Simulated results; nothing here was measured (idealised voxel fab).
The process module presented herein is designated voxel self aligned contacts.
The cross-section on display is named cut; it measures 270 nm wide, and its cells are 5 nm squares.
How to read a cross-section here: the picture is a grid of square cells, written as bands going from the top down, and any band can span one or more rows of cells. Heights first: top, then bottom, in nm. Then materials, left to right, each with a width in nm. "full width" on a single material: fills the band edge to edge. "air": empty space. Where do heights start? At 0: under that level the wafer as delivered is made of one material only. And the lowest band has no floor; it just carries on downward, as in "0 and below". A two-number width, for instance "30 to 40", indicates that the width is equal to the first number in the top row of the band and to the second number in the bottom row, and that it changes by a constant amount per row of cells. Any step labelled "all unchanged" changed none of the cells in the cross-section. The list in "Closed void inventory" covers empty spaces of 8 cells or more that cannot reach the top through any open way, and it gives each as width x height at distance; the distance is from the left edge, and width, height and distance are in nm. Anything after a step's settings on that line? It's the simulator's own note about the step. When a step includes a mask, the "overlay nm" setting on its line states how far to the right of its planned place that mask lay, and negative values state how far to the left.
-- So here's the lineup of process steps we planned
1: RECEIVE with material Si
2: OXIDIZE with depth nm 5
3: DIRECTIONAL_DEP with material polySi, thk nm 25
4: DIRECTIONAL_DEP with material SiN, thk nm 25
5: DIRECTIONAL_DEP with material aC, thk nm 15
6: PATTERN with tone cover, mask id GATE, material resist, width nm 35, pitch nm 80, thk nm 30, overlay nm 0
7: DIRECTIONAL_ETCH with etch materials aC, depth nm 15
8: STRIP with etch materials resist
9: DIRECTIONAL_ETCH with etch materials SiN, depth nm 25
10: DIRECTIONAL_ETCH with etch materials polySi, depth nm 25
11: STRIP with etch materials aC
12: CONFORMAL_DEP with material SiN, thk nm 10
13: DIRECTIONAL_ETCH with etch materials SiN, depth nm 10
14: FILL_DEP with material SiO2, thk nm 15
15: CMP with height nm 60
16: DIRECTIONAL_DEP with material aC, thk nm 10
17: PATTERN with tone open, mask id CONTACT, material resist, width nm 65, thk nm 25, overlay nm 0
18: DIRECTIONAL_ETCH with etch materials aC, depth nm 10
19: STRIP with etch materials resist
20: DIRECTIONAL_ETCH with etch materials SiO2, depth nm 65
21: STRIP with etch materials aC
22: CONFORMAL_DEP with material TiN, thk nm 5
23: FILL_DEP with material Ru, thk nm 10
24: CMP with height nm 60
25: CONFORMAL_DEP with material SiN, thk nm 5
-- Wafer, first of two, run as planned
-- Incoming wafer, cross-sectional view, post step 1
- 0 and below | Si full width
- Closed void inventory: none
-- Cross-section of the wafer subsequent to step 2
- 0 down to -5 | SiO2 full width
- Note: structure below -5 unchanged.
-- Cross-section of the wafer subsequent to step 3
- 25 down to 0 | polySi full width
- Note: structure below 0 unchanged.
-- Cross-section of the wafer subsequent to step 4
- 50 down to 25 | SiN full width
- Note: structure below 25 unchanged.
-- Cross-section of the wafer subsequent to step 5
- 65 down to 50 | aC full width
- Note: structure below 50 unchanged.
-- Cross-section of the wafer subsequent to step 6
- 95 down to 65 | 75 nm air; 35 nm resist; 45 nm air; 35 nm resist; 80 nm air
- Note: structure below 65 unchanged.
-- Cross-section of the wafer subsequent to step 7
- 80 down to 65 | 75 nm air; 35 nm resist; 45 nm air; 35 nm resist; 80 nm air
- 65 down to 50 | 75 nm air; 35 nm aC; 45 nm air; 35 nm aC; 80 nm air
- Note: structure below 50 unchanged.
-- Cross-section of the wafer subsequent to step 8
- 65 down to 50 | 75 nm air; 35 nm aC; 45 nm air; 35 nm aC; 80 nm air
- Note: structure below 50 unchanged.
-- Cross-section of the wafer subsequent to step 9
- 65 down to 50 | 75 nm air; 35 nm aC; 45 nm air; 35 nm aC; 80 nm air
- 50 down to 25 | 75 nm air; 35 nm SiN; 45 nm air; 35 nm SiN; 80 nm air
- Note: structure below 25 unchanged.
-- Cross-section of the wafer subsequent to step 10
- 65 down to 50 | 75 nm air; 35 nm aC; 45 nm air; 35 nm aC; 80 nm air
- 50 down to 25 | 75 nm air; 35 nm SiN; 45 nm air; 35 nm SiN; 80 nm air
- 25 down to 0 | 75 nm air; 35 nm polySi; 45 nm air; 35 nm polySi; 80 nm air
- Note: structure below 0 unchanged.
-- Cross-section of the wafer subsequent to step 11
- 50 down to 25 | 75 nm air; 35 nm SiN; 45 nm air; 35 nm SiN; 80 nm air
- Note: structure below 25 unchanged.
-- Cross-section of the wafer subsequent to step 12
- 60 down to 25 | 65 nm air; 55 nm SiN; 25 nm air; 55 nm SiN; 70 nm air
- 25 down to 10 | 65 nm air; 10 nm SiN; 35 nm polySi; 10 nm SiN; 25 nm air; 10 nm SiN; 35 nm polySi; 10 nm SiN; 70 nm air
- 10 down to 0 | 75 nm SiN; 35 nm polySi; 45 nm SiN; 35 nm polySi; 80 nm SiN
- Note: structure below 0 unchanged.
-- Cross-section of the wafer subsequent to step 13
- 50 down to 25 | 65 nm air; 55 nm SiN; 25 nm air; 55 nm SiN; 70 nm air
- 25 down to 0 | 65 nm air; 10 nm SiN; 35 nm polySi; 10 nm SiN; 25 nm air; 10 nm SiN; 35 nm polySi; 10 nm SiN; 70 nm air
- Note: structure below 0 unchanged.
-- Cross-section of the wafer subsequent to step 14
- 65 down to 50 | SiO2 full width
- 50 down to 25 | 65 nm SiO2; 55 nm SiN; 25 nm SiO2; 55 nm SiN; 70 nm SiO2
- 25 down to 0 | 65 nm SiO2; 10 nm SiN; 35 nm polySi; 10 nm SiN; 25 nm SiO2; 10 nm SiN; 35 nm polySi; 10 nm SiN; 70 nm SiO2
- Note: structure below 0 unchanged.
-- Cross-section of the wafer subsequent to step 15
- 60 down to 50 | SiO2 full width
- Note: structure below 50 unchanged.
-- Cross-section of the wafer subsequent to step 16
- 70 down to 60 | aC full width
- Note: structure below 60 unchanged.
-- Cross-section of the wafer subsequent to step 17
- 95 down to 70 | 100 nm resist; 65 nm air; 105 nm resist
- Note: structure below 70 unchanged.
-- Cross-section of the wafer subsequent to step 18
- 85 down to 70 | 100 nm resist; 65 nm air; 105 nm resist
- 70 down to 60 | 100 nm aC; 65 nm air; 105 nm aC
- Note: structure below 60 unchanged.
-- Cross-section of the wafer subsequent to step 19
- 70 down to 60 | 100 nm aC; 65 nm air; 105 nm aC
- Note: structure below 60 unchanged.
-- Cross-section of the wafer subsequent to step 20
- 70 down to 60 | 100 nm aC; 65 nm air; 105 nm aC
- 60 down to 50 | 100 nm SiO2; 65 nm air; 105 nm SiO2
- 50 down to 25 | 65 nm SiO2; 55 nm SiN; 25 nm air; 55 nm SiN; 70 nm SiO2
- 25 down to 0 | 65 nm SiO2; 10 nm SiN; 35 nm polySi; 10 nm SiN; 25 nm air; 10 nm SiN; 35 nm polySi; 10 nm SiN; 70 nm SiO2
- 0 down to -5 | 120 nm SiO2; 25 nm air; 125 nm SiO2
- Note: structure below -5 unchanged.
-- Cross-section of the wafer subsequent to step 21
- 60 down to 50 | 100 nm SiO2; 65 nm air; 105 nm SiO2
- Note: structure below 50 unchanged.
-- Cross-section of the wafer subsequent to step 22
- 65 down to 60 | 105 nm TiN; 55 nm air; 110 nm TiN
- 60 down to 50 | 100 nm SiO2; 5 to 25 nm TiN; 55 to 15 nm air; 5 to 25 nm TiN; 105 nm SiO2
- 50 down to 25 | 65 nm SiO2; 55 nm SiN; 5 nm TiN; 15 nm air; 5 nm TiN; 55 nm SiN; 70 nm SiO2
- 25 down to 0 | 65 nm SiO2; 10 nm SiN; 35 nm polySi; 10 nm SiN; 5 nm TiN; 15 nm air; 5 nm TiN; 10 nm SiN; 35 nm polySi; 10 nm SiN; 70 nm SiO2
- 0 down to -5 | 120 nm SiO2; 25 nm TiN; 125 nm SiO2
- Note: structure below -5 unchanged.
-- Cross-section of the wafer subsequent to step 23
- 75 down to 65 | Ru full width
- 65 down to 60 | 105 nm TiN; 55 nm Ru; 110 nm TiN
- 60 down to 50 | 100 nm SiO2; 5 to 25 nm TiN; 55 to 15 nm Ru; 5 to 25 nm TiN; 105 nm SiO2
- 50 down to 25 | 65 nm SiO2; 55 nm SiN; 5 nm TiN; 15 nm Ru; 5 nm TiN; 55 nm SiN; 70 nm SiO2
- 25 down to 0 | 65 nm SiO2; 10 nm SiN; 35 nm polySi; 10 nm SiN; 5 nm TiN; 15 nm Ru; 5 nm TiN; 10 nm SiN; 35 nm polySi; 10 nm SiN; 70 nm SiO2
- Note: structure below 0 unchanged.
-- Cross-section of the wafer subsequent to step 24
- 60 down to 50 | 100 nm SiO2; 5 to 25 nm TiN; 55 to 15 nm Ru; 5 to 25 nm TiN; 105 nm SiO2
- Note: structure below 50 unchanged.
-- Cross-section of the wafer subsequent to step 25
- 65 down to 60 | SiN full width
- Note: structure below 60 unchanged.
-- The second wafer: identical to the first at the outset and in its planned sequence, differing only in that one mistake was made during processing; up to and including step 16, its path is the first wafer's path
-- Planned end of step 17: second wafer, cross-section
- 95 down to 70 | 100 nm air; 65 nm resist; 105 nm air
- Note: structure below 70 unchanged.
-- Planned end of step 18: second wafer, cross-section
- 85 down to 70 | 100 nm air; 65 nm resist; 105 nm air
- 70 down to 60 | 100 nm air; 65 nm aC; 105 nm air
- Note: structure below 60 unchanged.
-- Planned end of step 19: second wafer, cross-section
- 70 down to 60 | 100 nm air; 65 nm aC; 105 nm air
- Note: structure below 60 unchanged.
-- Planned end of step 20: second wafer, cross-section
- 70 down to 60 | 100 nm air; 65 nm aC; 105 nm air
- 60 down to 50 | 100 nm air; 65 nm SiO2; 105 nm air
- 50 down to 25 | 65 nm air; 55 nm SiN; 25 nm SiO2; 55 nm SiN; 70 nm air
- 25 down to 0 | 65 nm air; 10 nm SiN; 35 nm polySi; 10 nm SiN; 25 nm SiO2; 10 nm SiN; 35 nm polySi; 10 nm SiN; 70 nm air
- 0 down to -5 | 65 nm air; 135 nm SiO2; 70 nm air
- Note: structure below -5 unchanged.
-- Planned end of step 21: second wafer, cross-section
- 60 down to 50 | 100 nm air; 65 nm SiO2; 105 nm air
- Note: structure below 50 unchanged.
-- Planned end of step 22: second wafer, cross-section
- 65 down to 60 | 95 nm air; 75 nm TiN; 100 nm air
- 60 down to 50 | 95 to 60 nm air; 5 to 40 nm TiN; 65 nm SiO2; 5 to 40 nm TiN; 100 to 65 nm air
- 50 down to 25 | 60 nm air; 5 nm TiN; 55 nm SiN; 25 nm SiO2; 55 nm SiN; 5 nm TiN; 65 nm air
- 25 down to 0 | 60 nm air; 5 nm TiN; 10 nm SiN; 35 nm polySi; 10 nm SiN; 25 nm SiO2; 10 nm SiN; 35 nm polySi; 10 nm SiN; 5 nm TiN; 65 nm air
- 0 down to -5 | 65 nm TiN; 135 nm SiO2; 70 nm TiN
- Note: structure below -5 unchanged.
-- Planned end of step 23: second wafer, cross-section
- 75 down to 65 | Ru full width
- 65 down to 60 | 95 nm Ru; 75 nm TiN; 100 nm Ru
- 60 down to 50 | 95 to 60 nm Ru; 5 to 40 nm TiN; 65 nm SiO2; 5 to 40 nm TiN; 100 to 65 nm Ru
- 50 down to 25 | 60 nm Ru; 5 nm TiN; 55 nm SiN; 25 nm SiO2; 55 nm SiN; 5 nm TiN; 65 nm Ru
- 25 down to 0 | 60 nm Ru; 5 nm TiN; 10 nm SiN; 35 nm polySi; 10 nm SiN; 25 nm SiO2; 10 nm SiN; 35 nm polySi; 10 nm SiN; 5 nm TiN; 65 nm Ru
- Note: structure below 0 unchanged.
-- Planned end of step 24: second wafer, cross-section
- 60 down to 50 | 95 to 60 nm Ru; 5 to 40 nm TiN; 65 nm SiO2; 5 to 40 nm TiN; 100 to 65 nm Ru
- Note: structure below 50 unchanged.
-- Planned end of step 25: second wafer, cross-section
- 65 down to 60 | SiN full width
- Note: structure below 60 unchanged.
Error vs. plan: step 17 ran differently from the plan; actual operation with settings: PATTERN with tone cover, mask id CONTACT, material resist, width nm 65, thk nm 25, overlay nm 0
Final cells, second wafer relative to first, materials higher or lower: +270 Ru, -298 SiO2, +28 TiN
